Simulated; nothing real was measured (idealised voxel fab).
process module | voxel wiring stack
160 nm wide, 5 nm square cells: that's cross-section cut.
We lay out every cross-section as a grid of square cells and spell it out in bands from the top down, where one band means one or more rows of cells.
Basically the band line says how high the top is and how high the bottom is, in nm, and then what's in it from left to right, every material with its width in nm. Empty space shows up as "air", and if a single material carries "throughout" it runs the full band edge to edge.
All heights in this document are referenced to 0, defined as the level beneath which the wafer, as received, consists entirely of one material. The lowest band is not bounded below; it extends indefinitely downward and is written in the form "top 0, no bottom".
A two-number width, for instance "30..40", indicates that the width is equal to the first number in the top row of the band and to the second number in the bottom row, and that it changes by a constant amount per row of cells.
"no change occurred" (step): cross-section cells unchanged, all of them.
Voids not open to the top, 8 cells minimum: see "Tabulated closed voids". Written width x height at distance; distance is from the left edge; nm.
Step line, after settings: the simulator's comment on this step.
The setting "overlay nm" may be written on the line of a step. When the step uses a mask, the value reports how far to the right of the planned place the mask lay, and a negative value reports that it lay to the left.

[Steps in the process plan]
1. RECEIVE [material Si]
2. CONFORMAL_DEP [material SiO2] [thk nm 10]
3. CONFORMAL_DEP [material SiN] [thk nm 5]
4. DIRECTIONAL_DEP [material SiO2] [thk nm 20]
5. DIRECTIONAL_DEP [material aC] [thk nm 15]
6. PATTERN [tone open] [mask id METAL_1] [material resist] [width nm 25] [pitch nm 45] [thk nm 30] [overlay nm 0]
7. DIRECTIONAL_ETCH [etch materials aC] [depth nm 15]
8. STRIP [etch materials resist]
9. DIRECTIONAL_ETCH [etch materials SiO2] [depth nm 20]
10. DIRECTIONAL_ETCH [etch materials SiN] [depth nm 5]
11. STRIP [etch materials aC]
12. CONFORMAL_DEP [material TiN] [thk nm 5]
13. FILL_DEP [material Ru] [thk nm 5]
14. CMP [height nm 35]
15. CONFORMAL_DEP [material SiCN] [thk nm 5]
16. DIRECTIONAL_DEP [material lowk] [thk nm 20]
17. DIRECTIONAL_DEP [material aC] [thk nm 10]
18. PATTERN [tone open] [mask id PLUG_1] [material resist] [width nm 15] [thk nm 30] [overlay nm 0]
19. DIRECTIONAL_ETCH [etch materials aC] [depth nm 10]
20. STRIP [etch materials resist]
21. DIRECTIONAL_ETCH [etch materials lowk] [depth nm 20]
22. DIRECTIONAL_ETCH [etch materials SiCN] [depth nm 5]
23. STRIP [etch materials aC]
24. EPI [material Ru] [thk nm 10]
25. EPI [material Ru] [thk nm 10]
26. EPI [material Ru] [thk nm 5]
27. DIRECTIONAL_DEP [material TiN] [thk nm 5]
28. DIRECTIONAL_DEP [material Ru] [thk nm 20]
29. MASKED_ETCH [tone cover] [mask id METAL_2] [width nm 25] [pitch nm 45] [etch materials Ru] [depth nm 20] [overlay nm 0]
30. MASKED_ETCH [tone cover] [mask id METAL_2] [width nm 25] [pitch nm 45] [etch materials TiN] [depth nm 5] [overlay nm 0]
31. FILL_DEP [material SiO2] [thk nm 10]
32. CMP [height nm 85]
33. CONFORMAL_DEP [material SiCN] [thk nm 5]
34. DIRECTIONAL_DEP [material lowk] [thk nm 35]
35. DIRECTIONAL_DEP [material aC] [thk nm 15]
36. PATTERN [tone open] [mask id METAL_3_HOLES] [material resist] [width nm 15] [thk nm 35] [overlay nm 0]
37. DIRECTIONAL_ETCH [etch materials aC] [depth nm 15]
38. STRIP [etch materials resist]
39. DIRECTIONAL_ETCH [etch materials lowk] [depth nm 35]
40. STRIP [etch materials aC]
41. PATTERN [tone open] [mask id METAL_3] [material resist] [width nm 25] [pitch nm 45] [thk nm 20] [overlay nm 0]
42. DIRECTIONAL_ETCH [etch materials lowk] [depth nm 20]
43. DIRECTIONAL_ETCH [etch materials SiCN] [depth nm 5]
44. STRIP [etch materials resist]
45. CONFORMAL_DEP [material TiN] [thk nm 5]
46. FILL_DEP [material Cu] [thk nm 10]
47. CMP [height nm 125]
48. CONFORMAL_DEP [material SiCN] [thk nm 5]

[first wafer, as planned]

[As received (post step 1): cross-section]
    top 0, no bottom  Si throughout
    Tabulated closed voids: none

[The wafer, seen in cross-section, after step 2]
    top 10, bottom 0  SiO2 throughout
    No changes below 0.

[The wafer, seen in cross-section, after step 3]
    top 15, bottom 10  SiN throughout
    No changes below 10.

[The wafer, seen in cross-section, after step 4]
    top 35, bottom 15  SiO2 throughout
    No changes below 15.

[The wafer, seen in cross-section, after step 5]
    top 50, bottom 35  aC throughout
    No changes below 35.

[The wafer, seen in cross-section, after step 6]
    top 80, bottom 50  resist: 45  air: 25  resist: 20  air: 25  resist: 45
    No changes below 50.

[The wafer, seen in cross-section, after step 7]
    top 65, bottom 50  resist: 45  air: 25  resist: 20  air: 25  resist: 45
    top 50, bottom 35  aC: 45  air: 25  aC: 20  air: 25  aC: 45
    No changes below 35.

[The wafer, seen in cross-section, after step 8]
    top 50, bottom 35  aC: 45  air: 25  aC: 20  air: 25  aC: 45
    No changes below 35.

[The wafer, seen in cross-section, after step 9]
    top 50, bottom 35  aC: 45  air: 25  aC: 20  air: 25  aC: 45
    top 35, bottom 15  SiO2: 45  air: 25  SiO2: 20  air: 25  SiO2: 45
    No changes below 15.

[The wafer, seen in cross-section, after step 10]
    top 50, bottom 35  aC: 45  air: 25  aC: 20  air: 25  aC: 45
    top 35, bottom 15  SiO2: 45  air: 25  SiO2: 20  air: 25  SiO2: 45
    top 15, bottom 10  SiN: 45  air: 25  SiN: 20  air: 25  SiN: 45
    No changes below 10.

[The wafer, seen in cross-section, after step 11]
    top 35, bottom 15  SiO2: 45  air: 25  SiO2: 20  air: 25  SiO2: 45
    No changes below 15.

[The wafer, seen in cross-section, after step 12]
    top 40, bottom 35  TiN: 50  air: 15  TiN: 30  air: 15  TiN: 50
    top 35, bottom 15  SiO2: 45  TiN: 5  air: 15  TiN: 5  SiO2: 20  TiN: 5  air: 15  TiN: 5  SiO2: 45
    top 15, bottom 10  SiN: 45  TiN: 25  SiN: 20  TiN: 25  SiN: 45
    No changes below 10.

[The wafer, seen in cross-section, after step 13]
    top 45, bottom 40  Ru throughout
    top 40, bottom 35  TiN: 50  Ru: 15  TiN: 30  Ru: 15  TiN: 50
    top 35, bottom 15  SiO2: 45  TiN: 5  Ru: 15  TiN: 5  SiO2: 20  TiN: 5  Ru: 15  TiN: 5  SiO2: 45
    No changes below 15.

[The wafer, seen in cross-section, after step 14]
    top 35, bottom 15  SiO2: 45  TiN: 5  Ru: 15  TiN: 5  SiO2: 20  TiN: 5  Ru: 15  TiN: 5  SiO2: 45
    No changes below 15.

[The wafer, seen in cross-section, after step 15]
    top 40, bottom 35  SiCN throughout
    No changes below 35.

[The wafer, seen in cross-section, after step 16]
    top 60, bottom 40  lowk throughout
    No changes below 40.

[The wafer, seen in cross-section, after step 17]
    top 70, bottom 60  aC throughout
    No changes below 60.

[The wafer, seen in cross-section, after step 18]
    top 100, bottom 70  resist: 45  air: 15  resist: 100
    No changes below 70.

[The wafer, seen in cross-section, after step 19]
    top 90, bottom 70  resist: 45  air: 15  resist: 100
    top 70, bottom 60  aC: 45  air: 15  aC: 100
    No changes below 60.

[The wafer, seen in cross-section, after step 20]
    top 70, bottom 60  aC: 45  air: 15  aC: 100
    No changes below 60.

[The wafer, seen in cross-section, after step 21]
    top 70, bottom 60  aC: 45  air: 15  aC: 100
    top 60, bottom 40  lowk: 45  air: 15  lowk: 100
    No changes below 40.

[The wafer, seen in cross-section, after step 22]
    top 70, bottom 60  aC: 45  air: 15  aC: 100
    top 60, bottom 40  lowk: 45  air: 15  lowk: 100
    top 40, bottom 35  SiCN: 45  air: 15  SiCN: 100
    No changes below 35.

[The wafer, seen in cross-section, after step 23]
    top 60, bottom 40  lowk: 45  air: 15  lowk: 100
    No changes below 40.

[The wafer, seen in cross-section, after step 24]
    top 60, bottom 45  lowk: 45  air: 15  lowk: 100
    top 45, bottom 40  lowk: 45  Ru: 15  lowk: 100
    top 40, bottom 35  SiCN: 45  Ru: 15  SiCN: 100
    No changes below 35.

[The wafer, seen in cross-section, after step 25]
    top 60, bottom 55  lowk: 45  air: 15  lowk: 100
    top 55, bottom 40  lowk: 45  Ru: 15  lowk: 100
    No changes below 40.

[The wafer, seen in cross-section, after step 26]
    top 60, bottom 40  lowk: 45  Ru: 15  lowk: 100
    No changes below 40.

[The wafer, seen in cross-section, after step 27]
    top 65, bottom 60  TiN throughout
    No changes below 60.

[The wafer, seen in cross-section, after step 28]
    top 85, bottom 65  Ru throughout
    No changes below 65.

[The wafer, seen in cross-section, after step 29]
    top 85, bottom 65  air: 45  Ru: 25  air: 20  Ru: 25  air: 45
    No changes below 65.

[The wafer, seen in cross-section, after step 30]
    top 85, bottom 65  air: 45  Ru: 25  air: 20  Ru: 25  air: 45
    top 65, bottom 60  air: 45  TiN: 25  air: 20  TiN: 25  air: 45
    No changes below 60.

[The wafer, seen in cross-section, after step 31]
    top 95, bottom 85  SiO2 throughout
    top 85, bottom 65  SiO2: 45  Ru: 25  SiO2: 20  Ru: 25  SiO2: 45
    top 65, bottom 60  SiO2: 45  TiN: 25  SiO2: 20  TiN: 25  SiO2: 45
    No changes below 60.

[The wafer, seen in cross-section, after step 32]
    top 85, bottom 65  SiO2: 45  Ru: 25  SiO2: 20  Ru: 25  SiO2: 45
    No changes below 65.

[The wafer, seen in cross-section, after step 33]
    top 90, bottom 85  SiCN throughout
    No changes below 85.

[The wafer, seen in cross-section, after step 34]
    top 125, bottom 90  lowk throughout
    No changes below 90.

[The wafer, seen in cross-section, after step 35]
    top 140, bottom 125  aC throughout
    No changes below 125.

[The wafer, seen in cross-section, after step 36]
    top 175, bottom 140  resist: 45  air: 15  resist: 100
    No changes below 140.

[The wafer, seen in cross-section, after step 37]
    top 160, bottom 140  resist: 45  air: 15  resist: 100
    top 140, bottom 125  aC: 45  air: 15  aC: 100
    No changes below 125.

[The wafer, seen in cross-section, after step 38]
    top 140, bottom 125  aC: 45  air: 15  aC: 100
    No changes below 125.

[The wafer, seen in cross-section, after step 39]
    top 140, bottom 125  aC: 45  air: 15  aC: 100
    top 125, bottom 90  lowk: 45  air: 15  lowk: 100
    No changes below 90.

[The wafer, seen in cross-section, after step 40]
    top 125, bottom 90  lowk: 45  air: 15  lowk: 100
    No changes below 90.

[The wafer, seen in cross-section, after step 41]
    top 145, bottom 125  resist: 45  air: 25  resist: 20  air: 25  resist: 45
    No changes below 125.

[The wafer, seen in cross-section, after step 42]
    top 145, bottom 125  resist: 45  air: 25  resist: 20  air: 25  resist: 45
    top 125, bottom 105  lowk: 45  air: 25  lowk: 20  air: 25  lowk: 45
    No changes below 105.

[The wafer, seen in cross-section, after step 43]
    top 145, bottom 125  resist: 45  air: 25  resist: 20  air: 25  resist: 45
    top 125, bottom 105  lowk: 45  air: 25  lowk: 20  air: 25  lowk: 45
    top 105, bottom 90  lowk: 45  air: 15  lowk: 100
    top 90, bottom 85  SiCN: 45  air: 15  SiCN: 100
    No changes below 85.

[The wafer, seen in cross-section, after step 44]
    top 125, bottom 105  lowk: 45  air: 25  lowk: 20  air: 25  lowk: 45
    No changes below 105.

[The wafer, seen in cross-section, after step 45]
    top 130, bottom 125  TiN: 50  air: 15  TiN: 30  air: 15  TiN: 50
    top 125, bottom 110  lowk: 45  TiN: 5  air: 15  TiN: 5  lowk: 20  TiN: 5  air: 15  TiN: 5  lowk: 45
    top 110, bottom 105  lowk: 45  TiN: 5  air: 5  TiN: 15  lowk: 20  TiN: 25  lowk: 45
    top 105, bottom 90  lowk: 45  TiN: 5  air: 5  TiN: 5  lowk: 100
    top 90, bottom 85  SiCN: 45  TiN: 15  SiCN: 100
    No changes below 85.

[The wafer, seen in cross-section, after step 46]
    top 140, bottom 130  Cu throughout
    top 130, bottom 125  TiN: 50  Cu: 15  TiN: 30  Cu: 15  TiN: 50
    top 125, bottom 110  lowk: 45  TiN: 5  Cu: 15  TiN: 5  lowk: 20  TiN: 5  Cu: 15  TiN: 5  lowk: 45
    top 110, bottom 105  lowk: 45  TiN: 5  Cu: 5  TiN: 15  lowk: 20  TiN: 25  lowk: 45
    top 105, bottom 90  lowk: 45  TiN: 5  Cu: 5  TiN: 5  lowk: 100
    No changes below 90.

[The wafer, seen in cross-section, after step 47]
    top 125, bottom 110  lowk: 45  TiN: 5  Cu: 15  TiN: 5  lowk: 20  TiN: 5  Cu: 15  TiN: 5  lowk: 45
    No changes below 110.

[The wafer, seen in cross-section, after step 48]
    top 130, bottom 125  SiCN throughout
    No changes below 125.

[The second wafer: identical to the first at the outset and in its planned sequence, differing only in that one mistake was made during processing; up to and including step 23, its path is the first wafer's path]

[Second wafer profile in section, at the moment step 25 of the plan was meant to be complete]
    top 65, bottom 60  air: 40  Ru: 25  air: 95
    top 60, bottom 40  lowk: 45  Ru: 15  lowk: 100
    top 40, bottom 35  SiCN: 45  Ru: 15  SiCN: 100
    No changes below 35.

[Second wafer profile in section, at the moment step 26 of the plan was meant to be complete]
    top 70, bottom 60  air: 35  Ru: 35  air: 90
    No changes below 60.

[Second wafer profile in section, at the moment step 27 of the plan was meant to be complete]
    top 75, bottom 70  air: 35  TiN: 35  air: 90
    top 70, bottom 65  air: 35  Ru: 35  air: 90
    top 65, bottom 60  TiN: 35  Ru: 35  TiN: 90
    No changes below 60.

[Second wafer profile in section, at the moment step 28 of the plan was meant to be complete]
    top 95, bottom 85  air: 35  Ru: 35  air: 90
    top 85, bottom 75  Ru throughout
    top 75, bottom 70  Ru: 35  TiN: 35  Ru: 90
    top 70, bottom 65  Ru throughout
    No changes below 65.

[Second wafer profile in section, at the moment step 29 of the plan was meant to be complete]
    top 95, bottom 85  air: 45  Ru: 25  air: 90
    top 85, bottom 75  air: 45  Ru: 25  air: 20  Ru: 25  air: 45
    top 75, bottom 70  air: 35  TiN: 35  air: 20  Ru: 25  air: 45
    top 70, bottom 65  air: 35  Ru: 35  air: 20  Ru: 25  air: 45
    No changes below 65.

[Second wafer profile in section, at the moment step 30 of the plan was meant to be complete]
    top 95, bottom 85  air: 45  Ru: 25  air: 90
    top 85, bottom 75  air: 45  Ru: 25  air: 20  Ru: 25  air: 45
    top 75, bottom 70  air: 45  TiN: 25  air: 20  Ru: 25  air: 45
    top 70, bottom 65  air: 35  Ru: 35  air: 20  Ru: 25  air: 45
    top 65, bottom 60  air: 35  Ru: 35  air: 20  TiN: 25  air: 45
    No changes below 60.

[Second wafer profile in section, at the moment step 31 of the plan was meant to be complete]
    top 105, bottom 95  SiO2 throughout
    top 95, bottom 85  SiO2: 45  Ru: 25  SiO2: 90
    top 85, bottom 75  SiO2: 45  Ru: 25  SiO2: 20  Ru: 25  SiO2: 45
    top 75, bottom 70  SiO2: 45  TiN: 25  SiO2: 20  Ru: 25  SiO2: 45
    top 70, bottom 65  SiO2: 35  Ru: 35  SiO2: 20  Ru: 25  SiO2: 45
    top 65, bottom 60  SiO2: 35  Ru: 35  SiO2: 20  TiN: 25  SiO2: 45
    No changes below 60.

[Second wafer profile in section, at the moment step 32 of the plan was meant to be complete]
    top 85, bottom 75  SiO2: 45  Ru: 25  SiO2: 20  Ru: 25  SiO2: 45
    No changes below 75.

[Second wafer profile in section, at the moment step 33 of the plan was meant to be complete]
    top 90, bottom 85  SiCN throughout
    No changes below 85.

[Second wafer profile in section, at the moment step 34 of the plan was meant to be complete]
    top 125, bottom 90  lowk throughout
    No changes below 90.

[Second wafer profile in section, at the moment step 35 of the plan was meant to be complete]
    top 140, bottom 125  aC throughout
    No changes below 125.

[Second wafer profile in section, at the moment step 36 of the plan was meant to be complete]
    top 175, bottom 140  resist: 45  air: 15  resist: 100
    No changes below 140.

[Second wafer profile in section, at the moment step 37 of the plan was meant to be complete]
    top 160, bottom 140  resist: 45  air: 15  resist: 100
    top 140, bottom 125  aC: 45  air: 15  aC: 100
    No changes below 125.

[Second wafer profile in section, at the moment step 38 of the plan was meant to be complete]
    top 140, bottom 125  aC: 45  air: 15  aC: 100
    No changes below 125.

[Second wafer profile in section, at the moment step 39 of the plan was meant to be complete]
    top 140, bottom 125  aC: 45  air: 15  aC: 100
    top 125, bottom 90  lowk: 45  air: 15  lowk: 100
    No changes below 90.

[Second wafer profile in section, at the moment step 40 of the plan was meant to be complete]
    top 125, bottom 90  lowk: 45  air: 15  lowk: 100
    No changes below 90.

[Second wafer profile in section, at the moment step 41 of the plan was meant to be complete]
    top 145, bottom 125  resist: 45  air: 25  resist: 20  air: 25  resist: 45
    No changes below 125.

[Second wafer profile in section, at the moment step 42 of the plan was meant to be complete]
    top 145, bottom 125  resist: 45  air: 25  resist: 20  air: 25  resist: 45
    top 125, bottom 105  lowk: 45  air: 25  lowk: 20  air: 25  lowk: 45
    No changes below 105.

[Second wafer profile in section, at the moment step 43 of the plan was meant to be complete]
    top 145, bottom 125  resist: 45  air: 25  resist: 20  air: 25  resist: 45
    top 125, bottom 105  lowk: 45  air: 25  lowk: 20  air: 25  lowk: 45
    top 105, bottom 90  lowk: 45  air: 15  lowk: 100
    top 90, bottom 85  SiCN: 45  air: 15  SiCN: 100
    No changes below 85.

[Second wafer profile in section, at the moment step 44 of the plan was meant to be complete]
    top 125, bottom 105  lowk: 45  air: 25  lowk: 20  air: 25  lowk: 45
    No changes below 105.

[Second wafer profile in section, at the moment step 45 of the plan was meant to be complete]
    top 130, bottom 125  TiN: 50  air: 15  TiN: 30  air: 15  TiN: 50
    top 125, bottom 110  lowk: 45  TiN: 5  air: 15  TiN: 5  lowk: 20  TiN: 5  air: 15  TiN: 5  lowk: 45
    top 110, bottom 105  lowk: 45  TiN: 5  air: 5  TiN: 15  lowk: 20  TiN: 25  lowk: 45
    top 105, bottom 90  lowk: 45  TiN: 5  air: 5  TiN: 5  lowk: 100
    top 90, bottom 85  SiCN: 45  TiN: 15  SiCN: 100
    No changes below 85.

[Second wafer profile in section, at the moment step 46 of the plan was meant to be complete]
    top 140, bottom 130  Cu throughout
    top 130, bottom 125  TiN: 50  Cu: 15  TiN: 30  Cu: 15  TiN: 50
    top 125, bottom 110  lowk: 45  TiN: 5  Cu: 15  TiN: 5  lowk: 20  TiN: 5  Cu: 15  TiN: 5  lowk: 45
    top 110, bottom 105  lowk: 45  TiN: 5  Cu: 5  TiN: 15  lowk: 20  TiN: 25  lowk: 45
    top 105, bottom 90  lowk: 45  TiN: 5  Cu: 5  TiN: 5  lowk: 100
    No changes below 90.

[Second wafer profile in section, at the moment step 47 of the plan was meant to be complete]
    top 125, bottom 110  lowk: 45  TiN: 5  Cu: 15  TiN: 5  lowk: 20  TiN: 5  Cu: 15  TiN: 5  lowk: 45
    No changes below 110.

[Second wafer profile in section, at the moment step 48 of the plan was meant to be complete]
    top 130, bottom 125  SiCN throughout
    No changes below 125.
What was the processing mistake? twice-run step: one of the identical 24 and 25, not identifiable
Final cells, second wafer relative to first, materials higher or lower: 4 more of Ru, 4 fewer of SiO2
